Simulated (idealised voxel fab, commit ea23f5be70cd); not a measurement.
process module | voxel released beams
cross-section cut | 200 nm wide | cells 5 nm
A cross-section is a grid of square cells, given in bands from the top down. A band is one or more rows of cells.
Each band's line starts with the height of the band's top and of its bottom, in nm. Then come its materials from left to right, each with its width in nm. One material with "throughout" fills the band from edge to edge. "air" is empty space.
Height 0 is the level under which the wafer as received is all one material. The lowest band goes on downwards, as in "0 down".
A width such as "30 to 40" changes by the same amount from each row of cells to the next, from the band's top row to its bottom row.
"no change" after a step means that no cell of the cross-section changed.
closed voids: empty space of 8 cells or more with no open way to the top, each as width x height at its distance from the left edge, in nm
after a step's settings: what the simulator itself notes on the step
overlay nm, on a step with a mask: how far to the right of its planned place the mask lay; to the left if negative
plan
1 op RECEIVE | material Si
2 op CONFORMAL_DEP | material SiN | thk nm 10
3 op DIRECTIONAL_DEP | material SiO2 | thk nm 10
4 op MASKED_ETCH | tone open | mask id ANCHOR | width nm 30 | etch materials SiO2 | depth nm 10 | overlay nm 0
5 op CONFORMAL_DEP | material W | thk nm 10
6 op DIRECTIONAL_DEP | material aC | thk nm 15
7 op PATTERN | tone cover | mask id BEAM | material resist | width nm 90 | thk nm 35 | overlay nm 0
8 op DIRECTIONAL_ETCH | etch materials aC | depth nm 15
9 op STRIP | etch materials resist
10 op DIRECTIONAL_ETCH | etch materials W | depth nm 10
11 op STRIP | etch materials aC
12 op STRIP | etch materials SiO2
as received, after step 1
  0 down: Si throughout
  closed voids: none
a wafer at the end: this start, this plan, one mistake
  30 to 20: air 50 | W 90 | air 60
  20 to 10: SiN throughout
  10 to 0: SiO2 throughout
  0 down: Si throughout
  closed voids: none
what went wrong: steps 2 and 3 were swapped
